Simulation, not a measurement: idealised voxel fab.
A process module follows: voxel self aligned vias.
The figure presents cross-section cut, which has a width of 155 nm and is divided into square cells with an edge length of 5 nm.
Cross-section format: a grid of square cells, given as bands from top to bottom; each band is one or more rows of cells. Heads up on the band format: heights come first, top then bottom, in nm. After that it's the materials left to right, each with its width in nm. A single material flagged "throughout" fills the whole band edge to edge, and "blank" means there's empty space there. All heights in this document are referenced to 0, defined as the level beneath which the wafer, as received, consists entirely of one material. The lowest band is not bounded below; it extends indefinitely downward and is written in the form "z 0 and below". Width spec "30->40" -> top row of cells at first value, bottom row at second value, equal per-row change in between. "no alteration" after a step means that no cell of the cross-section changed. What "Fully closed voids" gives you is every empty space of 8 cells or more that is cut off from the top. Each appears as width x height at distance, with the distance taken from the left edge and width, height and distance all in nm. Heads up: the bit after the settings on a step's line is the simulator's remark on that step. overlay nm: mask offset rightward from planned place, masked step; negative means leftward offset.
## Process steps (planned)
1,RECEIVE, material Si
2,CONFORMAL_DEP, material SiO2, thk nm 10
3,CONFORMAL_DEP, material SiCN, thk nm 5
4,DIRECTIONAL_DEP, material lowk, thk nm 25
5,MASKED_ETCH, tone open, mask id LINES, width nm 20, pitch nm 45, etch materials lowk, depth nm 25, overlay nm 0
6,CONFORMAL_DEP, material TiN, thk nm 5
7,FILL_DEP, material W, thk nm 5
8,CMP, height nm 40
9,SELECTIVE_ETCH, etch materials W Ru TiN, depth nm 5
10,FILL_DEP, material SiN, thk nm 10
11,CMP, height nm 40
12,DIRECTIONAL_DEP, material lowk, thk nm 20
13,PATTERN, tone open, mask id VIAS, material resist, width nm 30, pitch nm 45, thk nm 15, overlay nm 0
14,DIRECTIONAL_ETCH, etch materials lowk, depth nm 20
15,DIRECTIONAL_ETCH, etch materials SiN, depth nm 5
16,STRIP, etch materials resist
17,CONFORMAL_DEP, material TiN, thk nm 5
18,FILL_DEP, material W, thk nm 10
19,CMP, height nm 60
20,CONFORMAL_DEP, material SiN, thk nm 5
## Wafer, first of two, run as planned
## Cross-sectional view of the wafer in its as-received condition, corresponding to the state after step 1
z 0 and below | Si throughout
Fully closed voids: none
## Wafer xsec, post step 2
z 10 to 0 | SiO2 throughout
Everything below 0 is unchanged.
## Wafer xsec, post step 3
z 15 to 10 | SiCN throughout
Everything below 10 is unchanged.
## Wafer xsec, post step 4
z 40 to 15 | lowk throughout
Everything below 15 is unchanged.
## Wafer xsec, post step 5
z 40 to 15 | lowk 20 nm, then blank 20 nm, then lowk 25 nm, then blank 20 nm, then lowk 25 nm, then blank 20 nm, then lowk 25 nm
Everything below 15 is unchanged.
## Wafer xsec, post step 6
z 45 to 40 | TiN 25 nm, then blank 10 nm, then TiN 35 nm, then blank 10 nm, then TiN 35 nm, then blank 10 nm, then TiN 30 nm
z 40 to 20 | lowk 20 nm, then TiN 5 nm, then blank 10 nm, then TiN 5 nm, then lowk 25 nm, then TiN 5 nm, then blank 10 nm, then TiN 5 nm, then lowk 25 nm, then TiN 5 nm, then blank 10 nm, then TiN 5 nm, then lowk 25 nm
z 20 to 15 | lowk 20 nm, then TiN 20 nm, then lowk 25 nm, then TiN 20 nm, then lowk 25 nm, then TiN 20 nm, then lowk 25 nm
Everything below 15 is unchanged.
## Wafer xsec, post step 7
z 50 to 45 | W throughout
z 45 to 40 | TiN 25 nm, then W 10 nm, then TiN 35 nm, then W 10 nm, then TiN 35 nm, then W 10 nm, then TiN 30 nm
z 40 to 20 | lowk 20 nm, then TiN 5 nm, then W 10 nm, then TiN 5 nm, then lowk 25 nm, then TiN 5 nm, then W 10 nm, then TiN 5 nm, then lowk 25 nm, then TiN 5 nm, then W 10 nm, then TiN 5 nm, then lowk 25 nm
Everything below 20 is unchanged.
## Wafer xsec, post step 8
z 40 to 20 | lowk 20 nm, then TiN 5 nm, then W 10 nm, then TiN 5 nm, then lowk 25 nm, then TiN 5 nm, then W 10 nm, then TiN 5 nm, then lowk 25 nm, then TiN 5 nm, then W 10 nm, then TiN 5 nm, then lowk 25 nm
Everything below 20 is unchanged.
## Wafer xsec, post step 9
z 40 to 35 | lowk 20 nm, then blank 20 nm, then lowk 25 nm, then blank 20 nm, then lowk 25 nm, then blank 20 nm, then lowk 25 nm
Everything below 35 is unchanged.
## Wafer xsec, post step 10
z 50 to 40 | SiN throughout
z 40 to 35 | lowk 20 nm, then SiN 20 nm, then lowk 25 nm, then SiN 20 nm, then lowk 25 nm, then SiN 20 nm, then lowk 25 nm
Everything below 35 is unchanged.
## Wafer xsec, post step 11
z 40 to 35 | lowk 20 nm, then SiN 20 nm, then lowk 25 nm, then SiN 20 nm, then lowk 25 nm, then SiN 20 nm, then lowk 25 nm
Everything below 35 is unchanged.
## Wafer xsec, post step 12
z 60 to 40 | lowk throughout
Everything below 40 is unchanged.
## Wafer xsec, post step 13
z 75 to 60 | resist 15 nm, then blank 30 nm, then resist 15 nm, then blank 30 nm, then resist 15 nm, then blank 30 nm, then resist 20 nm
Everything below 60 is unchanged.
## Wafer xsec, post step 14
z 75 to 60 | resist 15 nm, then blank 30 nm, then resist 15 nm, then blank 30 nm, then resist 15 nm, then blank 30 nm, then resist 20 nm
z 60 to 40 | lowk 15 nm, then blank 30 nm, then lowk 15 nm, then blank 30 nm, then lowk 15 nm, then blank 30 nm, then lowk 20 nm
Everything below 40 is unchanged.
## Wafer xsec, post step 15
z 75 to 60 | resist 15 nm, then blank 30 nm, then resist 15 nm, then blank 30 nm, then resist 15 nm, then blank 30 nm, then resist 20 nm
z 60 to 40 | lowk 15 nm, then blank 30 nm, then lowk 15 nm, then blank 30 nm, then lowk 15 nm, then blank 30 nm, then lowk 20 nm
z 40 to 35 | lowk 20 nm, then blank 20 nm, then lowk 25 nm, then blank 20 nm, then lowk 25 nm, then blank 20 nm, then lowk 25 nm
Everything below 35 is unchanged.
## Wafer xsec, post step 16
z 60 to 40 | lowk 15 nm, then blank 30 nm, then lowk 15 nm, then blank 30 nm, then lowk 15 nm, then blank 30 nm, then lowk 20 nm
Everything below 40 is unchanged.
## Wafer xsec, post step 17
z 65 to 60 | TiN 20 nm, then blank 20 nm, then TiN 25 nm, then blank 20 nm, then TiN 25 nm, then blank 20 nm, then TiN 25 nm
z 60 to 45 | lowk 15 nm, then TiN 5 nm, then blank 20 nm, then TiN 5 nm, then lowk 15 nm, then TiN 5 nm, then blank 20 nm, then TiN 5 nm, then lowk 15 nm, then TiN 5 nm, then blank 20 nm, then TiN 5 nm, then lowk 20 nm
z 45 to 40 | lowk 15 nm, then TiN 10 nm, then blank 10 nm, then TiN 10 nm, then lowk 15 nm, then TiN 10 nm, then blank 10 nm, then TiN 10 nm, then lowk 15 nm, then TiN 10 nm, then blank 10 nm, then TiN 10 nm, then lowk 20 nm
z 40 to 35 | lowk 20 nm, then TiN 20 nm, then lowk 25 nm, then TiN 20 nm, then lowk 25 nm, then TiN 20 nm, then lowk 25 nm
Everything below 35 is unchanged.
## Wafer xsec, post step 18
z 75 to 65 | W throughout
z 65 to 60 | TiN 20 nm, then W 20 nm, then TiN 25 nm, then W 20 nm, then TiN 25 nm, then W 20 nm, then TiN 25 nm
z 60 to 45 | lowk 15 nm, then TiN 5 nm, then W 20 nm, then TiN 5 nm, then lowk 15 nm, then TiN 5 nm, then W 20 nm, then TiN 5 nm, then lowk 15 nm, then TiN 5 nm, then W 20 nm, then TiN 5 nm, then lowk 20 nm
z 45 to 40 | lowk 15 nm, then TiN 10 nm, then W 10 nm, then TiN 10 nm, then lowk 15 nm, then TiN 10 nm, then W 10 nm, then TiN 10 nm, then lowk 15 nm, then TiN 10 nm, then W 10 nm, then TiN 10 nm, then lowk 20 nm
Everything below 40 is unchanged.
## Wafer xsec, post step 19
z 60 to 45 | lowk 15 nm, then TiN 5 nm, then W 20 nm, then TiN 5 nm, then lowk 15 nm, then TiN 5 nm, then W 20 nm, then TiN 5 nm, then lowk 15 nm, then TiN 5 nm, then W 20 nm, then TiN 5 nm, then lowk 20 nm
Everything below 45 is unchanged.
## Wafer xsec, post step 20
z 65 to 60 | SiN throughout
Everything below 60 is unchanged.
## Here the second wafer is described. Its start and its plan were those of the first wafer. Its run contained one mistake. Up to and including step 11, it did exactly what the first wafer did
## Second wafer cross-section, taken as of the time the plan sets for step 12 to be done
z 60 to 40 | W throughout
Everything below 40 is unchanged.
## Second wafer cross-section, taken as of the time the plan sets for step 13 to be done
z 75 to 60 | resist 15 nm, then blank 30 nm, then resist 15 nm, then blank 30 nm, then resist 15 nm, then blank 30 nm, then resist 20 nm
Everything below 60 is unchanged.
Second wafer cross-section, taken as of the time the plan sets for step 14 to be done: no alteration
Second wafer cross-section, taken as of the time the plan sets for step 15 to be done: no alteration
## Second wafer cross-section, taken as of the time the plan sets for step 16 to be done
z 60 to 40 | W throughout
Everything below 40 is unchanged.
## Second wafer cross-section, taken as of the time the plan sets for step 17 to be done
z 65 to 60 | TiN throughout
Everything below 60 is unchanged.
## Second wafer cross-section, taken as of the time the plan sets for step 18 to be done
z 75 to 65 | W throughout
Everything below 65 is unchanged.
## Second wafer cross-section, taken as of the time the plan sets for step 19 to be done
z 60 to 40 | W throughout
Everything below 40 is unchanged.
## Second wafer cross-section, taken as of the time the plan sets for step 20 to be done
z 65 to 60 | SiN throughout
Everything below 60 is unchanged.
Short version of what went wrong: step 12 off recipe, ran as DIRECTIONAL_DEP, material W, thk nm 20
End check, counted in cells, second wafer has more or fewer of these materials than the first: SiN: 12 more, TiN: 42 fewer, W: 82 more, lowk: 52 fewer
